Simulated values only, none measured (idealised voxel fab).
A process module follows: voxel capacitor over wiring.
The cross-section on display is named cut; it measures 275 nm wide, and its cells are 5 nm squares.
Heads up, the way a cross-section reads in here is a grid of square cells, handed over as bands from the top down, with every band being one or more rows of cells. Look at the band entry: it leads with the top's height and the bottom's height in nm. Then it lists the materials left to right, with a width in nm for each. The word "all across" on a single material says that material fills the band edge to edge. The word "blank" is empty space. Measure heights from 0. That's the level where, below it, the as-received wafer is all one material. The lowest band is bottomless and extends downward; write it as in "0 -> down". You'd read "30..40" like this: the band's top row of cells is as wide as the first number, its bottom row is as wide as the second, and going down, every row changes width by the same amount as the row before did. Where a step carries "nothing different", the cross-section came out of it unchanged, cell for cell. Basically, "Closed void listing" tells you about the enclosed voids: empty spaces with no open way to the top, 8 cells or bigger, each written width x height at distance, where distance is from the left edge, all in nm. What comes after the settings on a step's line is commentary from the simulator itself on that step. You can add "overlay nm" to a step's line. For a step with a mask, it describes how far the mask lay to the right of its planned position, and a negative number describes a lay to the left.

# Planned step list for the process
1,RECEIVE with material Si
2,CONFORMAL_DEP with material SiO2, thk nm 10
3,DIRECTIONAL_DEP with material TiN, thk nm 5
4,DIRECTIONAL_DEP with material W, thk nm 20
5,PATTERN with tone cover, mask id METAL_1, material resist, width nm 30, pitch nm 80, thk nm 20, overlay nm 0
6,DIRECTIONAL_ETCH with etch materials W, depth nm 20
7,DIRECTIONAL_ETCH with etch materials TiN, depth nm 5
8,STRIP with etch materials resist
9,FILL_DEP with material lowk, thk nm 10
10,CMP with height nm 35
11,CONFORMAL_DEP with material SiCN, thk nm 5
12,DIRECTIONAL_DEP with material SiO2, thk nm 15
13,MASKED_ETCH with tone open, mask id PLUG_1, width nm 15, etch materials SiO2, depth nm 15, overlay nm 0
14,MASKED_ETCH with tone open, mask id PLUG_1, width nm 15, etch materials SiCN, depth nm 5, overlay nm -15
15,EPI with material Ru, thk nm 10
16,EPI with material Ru, thk nm 10
17,DIRECTIONAL_DEP with material TiN, thk nm 5
18,DIRECTIONAL_DEP with material HfO2, thk nm 5
19,DIRECTIONAL_DEP with material TiN, thk nm 5
20,DIRECTIONAL_DEP with material aC, thk nm 10
21,PATTERN with tone cover, mask id UPPER_PLATE, material resist, width nm 55, thk nm 25, overlay nm 0
22,DIRECTIONAL_ETCH with etch materials aC, depth nm 10
23,STRIP with etch materials resist
24,DIRECTIONAL_ETCH with etch materials TiN, depth nm 5
25,DIRECTIONAL_ETCH with etch materials HfO2, depth nm 5
26,STRIP with etch materials aC
27,MASKED_ETCH with tone cover, mask id LOWER_PLATE, width nm 65, etch materials TiN, depth nm 5, overlay nm 0
28,FILL_DEP with material SiO2, thk nm 15
29,CMP with height nm 80
30,MASKED_ETCH with tone open, mask id PLUG_2, width nm 15, etch materials SiO2, depth nm 10, overlay nm 0
31,CONFORMAL_DEP with material TiN, thk nm 5
32,FILL_DEP with material Ru, thk nm 10
33,CMP with height nm 80
34,CONFORMAL_DEP with material SiN, thk nm 5
Split variable: overlay nm, step 14. Plan value = first wafer. Wafers start alike.

# Incoming state of the first of several wafers in cross-section: after step 1
	0 -> down = Si all across
	Closed void listing: none

# wafer rows; end of module; cells per material since receipt: (+) gained, (-) lost; then closed voids
overlay nm -15; +11 HfO2; +1 Ru; +55 SiCN; +55 SiN; +509 SiO2; +41 TiN; +48 W; +215 lowk; Closed void listing: none
overlay nm -10; +11 HfO2; +11 Ru; +54 SiCN; +55 SiN; +500 SiO2; +41 TiN; +48 W; +215 lowk; Closed void listing: none
overlay nm -5; +11 HfO2; +12 Ru; +53 SiCN; +55 SiN; +500 SiO2; +41 TiN; +48 W; +215 lowk; Closed void listing: none
overlay nm 0; +11 HfO2; +13 Ru; +52 SiCN; +55 SiN; +500 SiO2; +41 TiN; +48 W; +215 lowk; Closed void listing: none
overlay nm 5; +11 HfO2; +12 Ru; +53 SiCN; +55 SiN; +500 SiO2; +41 TiN; +48 W; +215 lowk; Closed void listing: none
overlay nm 10; +11 HfO2; +11 Ru; +54 SiCN; +55 SiN; +500 SiO2; +41 TiN; +48 W; +215 lowk; Closed void listing: none
overlay nm 15; +11 HfO2; +1 Ru; +55 SiCN; +55 SiN; +509 SiO2; +41 TiN; +48 W; +215 lowk; Closed void listing: none
